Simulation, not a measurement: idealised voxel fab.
Name of the process module below: voxel gate over fins
The width of the displayed cross-section, cut, is 250 nm; its cells are square, with a size of 5 nm.
Cross-section = grid of square cells, listed top down in bands; band = one or more rows.
Band entry format. Leading values: height of top, height of bottom, nm. Remainder: materials in left-to-right order, each with its width in nm. Special words: "throughout" on a single material, which then fills the band edge to edge; "empty", empty space.
For the purposes of this specification, 0 denotes the height below which the wafer in its as-received condition is composed wholly of one material, and the lowermost band, lacking a lower limit, extends downward without end, as expressed in "from 0 down".
Read "30 to 40" as a graded width: first number on top, second number at the bottom, same change between each pair of neighbouring rows.
"changes: none" for a step: no cell of the cross-section changed in that step.
"Trapped void list" specifies each empty space that is not open to the top and that occupies no fewer than 8 cells, using the form width x height at distance, the distance measured from the left edge and all three quantities in nm.
Where a step's line continues beyond its settings, the continuation is a remark by the simulator itself on that step.
overlay nm, on a step with a mask: how far to the right of its planned place the mask lay; to the left if negative
[Planned process steps]
step 1: RECEIVE [material Si]
step 2: CONFORMAL_DEP [material SiN] [thk nm 10]
step 3: PATTERN [tone cover] [mask id FINS] [material resist] [width nm 15] [pitch nm 50] [thk nm 20] [overlay nm 0]
step 4: DIRECTIONAL_ETCH [etch materials SiN] [depth nm 10]
step 5: DIRECTIONAL_ETCH [etch materials Si] [depth nm 30]
step 6: STRIP [etch materials resist]
step 7: FILL_DEP [material SiO2] [thk nm 5]
step 8: CMP [height nm 10]
step 9: MASKED_ETCH [tone open] [mask id RAIL] [width nm 15] [etch materials SiO2] [depth nm 35] [overlay nm 0]
step 10: CONFORMAL_DEP [material TiN] [thk nm 5]
step 11: FILL_DEP [material W] [thk nm 10]
step 12: CMP [height nm 10]
step 13: SELECTIVE_ETCH [etch materials W Ru TiN] [depth nm 30]
step 14: FILL_DEP [material SiO2] [thk nm 5]
step 15: CMP [height nm 10]
step 16: SELECTIVE_ETCH [etch materials SiO2] [depth nm 25]
step 17: STRIP [etch materials SiN]
step 18: CONFORMAL_DEP [material HfO2] [thk nm 5]
step 19: CONFORMAL_DEP [material TiN] [thk nm 5]
step 20: CONFORMAL_DEP [material TiAl] [thk nm 5]
step 21: CONFORMAL_DEP [material TiN] [thk nm 5]
step 22: FILL_DEP [material W] [thk nm 15]
step 23: CMP [height nm 30]
step 24: CONFORMAL_DEP [material SiCN] [thk nm 5]
Wafers differ in thk nm at step 18; plan lists the first wafer's value; identical starting state.
[First of several wafers, received after step 1, in cross-section]
    from 0 down = Si throughout
    Trapped void list: none
[First of several wafers, sectioned at end of module (last step: step 24)]
    from 35 to 30 = SiCN throughout
    from 30 to 20 = W throughout
    from 20 to 15 = W=45  TiN=155  W=50
    from 15 to 10 = W=45  TiN=5  TiAl=45  TiN=5  TiAl=45  TiN=5  TiAl=45  TiN=5  W=50
    from 10 to 5 = W=45  TiN=5  TiAl=5  TiN=35  TiAl=5  TiN=5  TiAl=5  TiN=35  TiAl=5  TiN=5  TiAl=5  TiN=35  TiAl=5  TiN=5  W=50
    from 5 to 0 = TiN=50  TiAl=5  TiN=5  HfO2=25  TiN=5  TiAl=5  TiN=5  TiAl=5  TiN=5  HfO2=25  TiN=5  TiAl=5  TiN=5  TiAl=5  TiN=5  HfO2=25  TiN=5  TiAl=5  TiN=55
    from 0 to -5 = TiAl=55  TiN=5  HfO2=5  Si=15  HfO2=5  TiN=5  TiAl=15  TiN=5  HfO2=5  Si=15  HfO2=5  TiN=5  TiAl=15  TiN=5  HfO2=5  Si=15  HfO2=5  TiN=5  TiAl=60
    from -5 to -10 = TiN=60  HfO2=5  Si=15  HfO2=5  TiN=25  HfO2=5  Si=15  HfO2=5  TiN=25  HfO2=5  Si=15  HfO2=5  TiN=65
    from -10 to -15 = HfO2=65  Si=15  HfO2=35  Si=15  HfO2=35  Si=15  HfO2=70
    from -15 to -20 = SiO2=65  Si=15  SiO2=35  Si=15  SiO2=35  Si=15  SiO2=70
    from -20 to -25 = SiO2=65  Si=15  SiO2=10  TiN=15  SiO2=10  Si=15  SiO2=35  Si=15  SiO2=70
    from -25 to -30 = SiO2=65  Si=15  SiO2=35  Si=15  SiO2=35  Si=15  SiO2=70
    from -30 down = Si throughout
    Trapped void list: none
[Wafer cross-section (last wafer, module end)]
    from 35 to 30 = SiCN throughout
    from 30 to 25 = W=30  TiN=5  TiAl=175  TiN=5  W=35
    from 25 to 20 = W=30  TiN=5  TiAl=5  TiN=165  TiAl=5  TiN=5  W=35
    from 20 to 15 = TiN=35  TiAl=5  TiN=5  HfO2=155  TiN=5  TiAl=5  TiN=40
    from 15 to 10 = TiAl=40  TiN=5  HfO2=155  TiN=5  TiAl=45
    from 10 to 5 = TiN=45  HfO2=155  TiN=50
    from 5 to 0 = HfO2 throughout
    from 0 to -15 = HfO2=65  Si=15  HfO2=35  Si=15  HfO2=35  Si=15  HfO2=70
    from -15 to -20 = SiO2=65  Si=15  SiO2=35  Si=15  SiO2=35  Si=15  SiO2=70
    from -20 to -25 = SiO2=65  Si=15  SiO2=10  TiN=15  SiO2=10  Si=15  SiO2=35  Si=15  SiO2=70
    from -25 to -30 = SiO2=65  Si=15  SiO2=35  Si=15  SiO2=35  Si=15  SiO2=70
    from -30 down = Si throughout
    Trapped void list: none
[Per-wafer rows below. For each material: cells gained (+) or lost (-) since the wafer was received, as of end of module. Then: closed voids]
thk nm 5, +68 HfO2, -246 Si, +50 SiCN, +120 SiO2, +68 TiAl, +133 TiN, +157 W, Trapped void list: none
thk nm 10, +136 HfO2, -246 Si, +50 SiCN, +120 SiO2, +62 TiAl, +127 TiN, +101 W, Trapped void list: none
thk nm 15, +204 HfO2, -246 Si, +50 SiCN, +120 SiO2, +56 TiAl, +121 TiN, +45 W, Trapped void list: none
thk nm 20, +266 HfO2, -246 Si, +50 SiCN, +120 SiO2, +56 TiAl, +78 TiN, +26 W, Trapped void list: none
